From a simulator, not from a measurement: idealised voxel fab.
Title: Process Module voxel gate over fins
Displayed cross-section: cut, width of 180 nm, square cells sized 5 nm.
For the purposes of this document, a cross-section shall be understood as a grid of square cells, specified as bands listed in top-to-bottom order, each band consisting of one or more rows of cells. Look at the band entry: it leads with the top's height and the bottom's height in nm. Then it lists the materials left to right, with a width in nm for each. The word "edge to edge" on a single material says that material fills the band edge to edge. The word "empty" is empty space. Note: height 0 marks the level under which the wafer is uniformly one material as received. Lowest band unbounded below, written "0..down". Think of "30..40" as a width that walks from the first number to the second as you go down the band, top row to bottom row, taking equal-sized steps from row to row. Reading "changes: none" for a step: not a cell of the cross-section changed in it. "Closed void register": sealed empty spaces, 8 cells or more, no open way to top, listed width x height at distance, with distance from the left edge and width, height and distance in nm. What comes after the settings on a step's line is commentary from the simulator itself on that step. A step's line can hold "overlay nm"; with a mask on that step, the setting says how far right of the planned place the mask lay, while a negative setting says it lay to the left.

Process steps foreseen in the plan
| 1 | RECEIVE, material Si |
| 2 | CONFORMAL_DEP, material SiN, thk nm 5 |
| 3 | MASKED_ETCH, tone cover, mask id FINS, width nm 15, pitch nm 55, etch materials SiN, depth nm 5, overlay nm 0 |
| 4 | MASKED_ETCH, tone cover, mask id FINS, width nm 15, pitch nm 55, etch materials Si, depth nm 35, overlay nm 0 |
| 5 | FILL_DEP, material SiO2, thk nm 15 |
| 6 | CMP, height nm 5 |
| 7 | MASKED_ETCH, tone open, mask id RAIL, width nm 15, etch materials SiO2, depth nm 35, overlay nm 0 |
| 8 | CONFORMAL_DEP, material TiN, thk nm 5 |
| 9 | FILL_DEP, material Ru, thk nm 5 |
| 10 | CMP, height nm 5 |
| 11 | SELECTIVE_ETCH, etch materials W Ru TiN, depth nm 20 |
| 12 | FILL_DEP, material SiO2, thk nm 5 |
| 13 | CMP, height nm 5 |
| 14 | SELECTIVE_ETCH, etch materials SiO2, depth nm 15 |
| 15 | STRIP, etch materials SiN |
| 16 | CONFORMAL_DEP, material HfO2, thk nm 5 |
| 17 | CONFORMAL_DEP, material TiN, thk nm 5 |
| 18 | FILL_DEP, material W, thk nm 10 |
| 19 | CMP, height nm 15 |
| 20 | CONFORMAL_DEP, material SiCN, thk nm 10 |

First of two wafers - as planned

Delivered wafer in cross-section: state after step 1
	0..down  Si edge to edge
	Closed void register: none

Upon completion of step 2, the wafer appears in cross-section as shown
	5..0  SiN edge to edge
	For the remainder of the cross-section, below 0, there is no change.

Upon completion of step 3, the wafer appears in cross-section as shown
	5..0  empty: 25, SiN: 15, empty: 40, SiN: 15, empty: 40, SiN: 15, empty: 30
	For the remainder of the cross-section, below 0, there is no change.

Upon completion of step 4, the wafer appears in cross-section as shown
	5..0  empty: 25, SiN: 15, empty: 40, SiN: 15, empty: 40, SiN: 15, empty: 30
	0..-35  empty: 25, Si: 15, empty: 40, Si: 15, empty: 40, Si: 15, empty: 30
	For the remainder of the cross-section, below -35, there is no change.

Upon completion of step 5, the wafer appears in cross-section as shown
	20..5  SiO2 edge to edge
	5..0  SiO2: 25, SiN: 15, SiO2: 40, SiN: 15, SiO2: 40, SiN: 15, SiO2: 30
	0..-35  SiO2: 25, Si: 15, SiO2: 40, Si: 15, SiO2: 40, Si: 15, SiO2: 30
	For the remainder of the cross-section, below -35, there is no change.

Upon completion of step 6, the wafer appears in cross-section as shown
	5..0  SiO2: 25, SiN: 15, SiO2: 40, SiN: 15, SiO2: 40, SiN: 15, SiO2: 30
	For the remainder of the cross-section, below 0, there is no change.

Upon completion of step 7, the wafer appears in cross-section as shown
	5..0  SiO2: 25, SiN: 15, SiO2: 10, empty: 15, SiO2: 15, SiN: 15, SiO2: 40, SiN: 15, SiO2: 30
	0..-30  SiO2: 25, Si: 15, SiO2: 10, empty: 15, SiO2: 15, Si: 15, SiO2: 40, Si: 15, SiO2: 30
	For the remainder of the cross-section, below -30, there is no change.

Upon completion of step 8, the wafer appears in cross-section as shown
	10..5  TiN: 55, empty: 5, TiN: 120
	5..0  SiO2: 25, SiN: 15, SiO2: 10, TiN: 5, empty: 5, TiN: 5, SiO2: 15, SiN: 15, SiO2: 40, SiN: 15, SiO2: 30
	0..-25  SiO2: 25, Si: 15, SiO2: 10, TiN: 5, empty: 5, TiN: 5, SiO2: 15, Si: 15, SiO2: 40, Si: 15, SiO2: 30
	-25..-30  SiO2: 25, Si: 15, SiO2: 10, TiN: 15, SiO2: 15, Si: 15, SiO2: 40, Si: 15, SiO2: 30
	For the remainder of the cross-section, below -30, there is no change.

Upon completion of step 9, the wafer appears in cross-section as shown
	15..10  Ru edge to edge
	10..5  TiN: 55, Ru: 5, TiN: 120
	5..0  SiO2: 25, SiN: 15, SiO2: 10, TiN: 5, Ru: 5, TiN: 5, SiO2: 15, SiN: 15, SiO2: 40, SiN: 15, SiO2: 30
	0..-25  SiO2: 25, Si: 15, SiO2: 10, TiN: 5, Ru: 5, TiN: 5, SiO2: 15, Si: 15, SiO2: 40, Si: 15, SiO2: 30
	For the remainder of the cross-section, below -25, there is no change.

Upon completion of step 10, the wafer appears in cross-section as shown
	5..0  SiO2: 25, SiN: 15, SiO2: 10, TiN: 5, Ru: 5, TiN: 5, SiO2: 15, SiN: 15, SiO2: 40, SiN: 15, SiO2: 30
	For the remainder of the cross-section, below 0, there is no change.

Upon completion of step 11, the wafer appears in cross-section as shown
	5..0  SiO2: 25, SiN: 15, SiO2: 10, empty: 15, SiO2: 15, SiN: 15, SiO2: 40, SiN: 15, SiO2: 30
	0..-15  SiO2: 25, Si: 15, SiO2: 10, empty: 15, SiO2: 15, Si: 15, SiO2: 40, Si: 15, SiO2: 30
	For the remainder of the cross-section, below -15, there is no change.

Upon completion of step 12, the wafer appears in cross-section as shown
	10..5  SiO2 edge to edge
	5..0  SiO2: 25, SiN: 15, SiO2: 40, SiN: 15, SiO2: 40, SiN: 15, SiO2: 30
	0..-15  SiO2: 25, Si: 15, SiO2: 40, Si: 15, SiO2: 40, Si: 15, SiO2: 30
	For the remainder of the cross-section, below -15, there is no change.

Upon completion of step 13, the wafer appears in cross-section as shown
	5..0  SiO2: 25, SiN: 15, SiO2: 40, SiN: 15, SiO2: 40, SiN: 15, SiO2: 30
	For the remainder of the cross-section, below 0, there is no change.

Upon completion of step 14, the wafer appears in cross-section as shown
	5..0  empty: 25, SiN: 15, empty: 40, SiN: 15, empty: 40, SiN: 15, empty: 30
	0..-10  empty: 25, Si: 15, empty: 40, Si: 15, empty: 40, Si: 15, empty: 30
	For the remainder of the cross-section, below -10, there is no change.

Upon completion of step 15, the wafer appears in cross-section as shown
	0..-10  empty: 25, Si: 15, empty: 40, Si: 15, empty: 40, Si: 15, empty: 30
	For the remainder of the cross-section, below -10, there is no change.

Upon completion of step 16, the wafer appears in cross-section as shown
	5..0  empty: 20, HfO2: 25, empty: 30, HfO2: 25, empty: 30, HfO2: 25, empty: 25
	0..-5  empty: 20, HfO2: 5, Si: 15, HfO2: 5, empty: 30, HfO2: 5, Si: 15, HfO2: 5, empty: 30, HfO2: 5, Si: 15, HfO2: 5, empty: 25
	-5..-10  HfO2: 25, Si: 15, HfO2: 40, Si: 15, HfO2: 40, Si: 15, HfO2: 30
	For the remainder of the cross-section, below -10, there is no change.

Upon completion of step 17, the wafer appears in cross-section as shown
	10..5  empty: 15, TiN: 35, empty: 20, TiN: 35, empty: 20, TiN: 35, empty: 20
	5..0  empty: 15, TiN: 5, HfO2: 25, TiN: 5, empty: 20, TiN: 5, HfO2: 25, TiN: 5, empty: 20, TiN: 5, HfO2: 25, TiN: 5, empty: 20
	0..-5  TiN: 20, HfO2: 5, Si: 15, HfO2: 5, TiN: 30, HfO2: 5, Si: 15, HfO2: 5, TiN: 30, HfO2: 5, Si: 15, HfO2: 5, TiN: 25
	For the remainder of the cross-section, below -5, there is no change.

Upon completion of step 18, the wafer appears in cross-section as shown
	20..10  W edge to edge
	10..5  W: 15, TiN: 35, W: 20, TiN: 35, W: 20, TiN: 35, W: 20
	5..0  W: 15, TiN: 5, HfO2: 25, TiN: 5, W: 20, TiN: 5, HfO2: 25, TiN: 5, W: 20, TiN: 5, HfO2: 25, TiN: 5, W: 20
	For the remainder of the cross-section, below 0, there is no change.

Upon completion of step 19, the wafer appears in cross-section as shown
	15..10  W edge to edge
	For the remainder of the cross-section, below 10, there is no change.

Upon completion of step 20, the wafer appears in cross-section as shown
	25..15  SiCN edge to edge
	For the remainder of the cross-section, below 15, there is no change.

The second wafer began exactly as the first did and followed the same plan, but one mistake was made while running it; through step 13 inclusive, the two wafers are identical

Look at the second wafer in cross-section at the time step 14 ought to have finished
	5..0  SiO2: 25, empty: 15, SiO2: 40, empty: 15, SiO2: 40, empty: 15, SiO2: 30
	For the remainder of the cross-section, below 0, there is no change.

Look at the second wafer in cross-section at the time step 15 ought to have finished
	0..-10  empty: 25, Si: 15, empty: 40, Si: 15, empty: 40, Si: 15, empty: 30
	-10..-15  SiO2: 10, empty: 15, Si: 15, empty: 15, SiO2: 10, empty: 15, Si: 15, empty: 15, SiO2: 10, empty: 15, Si: 15, empty: 15, SiO2: 15
	For the remainder of the cross-section, below -15, there is no change.

Look at the second wafer in cross-section at the time step 16 ought to have finished
	5..0  empty: 20, HfO2: 25, empty: 30, HfO2: 25, empty: 30, HfO2: 25, empty: 25
	0..-5  empty: 20, HfO2: 5, Si: 15, HfO2: 5, empty: 30, HfO2: 5, Si: 15, HfO2: 5, empty: 30, HfO2: 5, Si: 15, HfO2: 5, empty: 25
	-5..-10  HfO2: 15, empty: 5, HfO2: 5, Si: 15, HfO2: 5, empty: 5, HfO2: 20, empty: 5, HfO2: 5, Si: 15, HfO2: 5, empty: 5, HfO2: 20, empty: 5, HfO2: 5, Si: 15, HfO2: 5, empty: 5, HfO2: 20
	-10..-15  SiO2: 10, HfO2: 15, Si: 15, HfO2: 15, SiO2: 10, HfO2: 15, Si: 15, HfO2: 15, SiO2: 10, HfO2: 15, Si: 15, HfO2: 15, SiO2: 15
	For the remainder of the cross-section, below -15, there is no change.

Look at the second wafer in cross-section at the time step 17 ought to have finished
	10..5  empty: 15, TiN: 35, empty: 20, TiN: 35, empty: 20, TiN: 35, empty: 20
	5..0  empty: 15, TiN: 5, HfO2: 25, TiN: 5, empty: 20, TiN: 5, HfO2: 25, TiN: 5, empty: 20, TiN: 5, HfO2: 25, TiN: 5, empty: 20
	0..-5  TiN: 20, HfO2: 5, Si: 15, HfO2: 5, TiN: 30, HfO2: 5, Si: 15, HfO2: 5, TiN: 30, HfO2: 5, Si: 15, HfO2: 5, TiN: 25
	-5..-10  HfO2: 15, TiN: 5, HfO2: 5, Si: 15, HfO2: 5, TiN: 5, HfO2: 20, TiN: 5, HfO2: 5, Si: 15, HfO2: 5, TiN: 5, HfO2: 20, TiN: 5, HfO2: 5, Si: 15, HfO2: 5, TiN: 5, HfO2: 20
	For the remainder of the cross-section, below -10, there is no change.

Look at the second wafer in cross-section at the time step 18 ought to have finished
	20..10  W edge to edge
	10..5  W: 15, TiN: 35, W: 20, TiN: 35, W: 20, TiN: 35, W: 20
	5..0  W: 15, TiN: 5, HfO2: 25, TiN: 5, W: 20, TiN: 5, HfO2: 25, TiN: 5, W: 20, TiN: 5, HfO2: 25, TiN: 5, W: 20
	For the remainder of the cross-section, below 0, there is no change.

Look at the second wafer in cross-section at the time step 19 ought to have finished
	15..10  W edge to edge
	For the remainder of the cross-section, below 10, there is no change.

Look at the second wafer in cross-section at the time step 20 ought to have finished
	25..15  SiCN edge to edge
	For the remainder of the cross-section, below 15, there is no change.
Against the plan, the run slipped here: the executed order of steps 14 and 15 is the reverse of that specified in the plan, each step having taken the other's position
Once processing is complete, comparing cell counts shows that the second wafer has more or fewer of certain materials than the first: +12 HfO2 | -18 SiO2 | +6 TiN
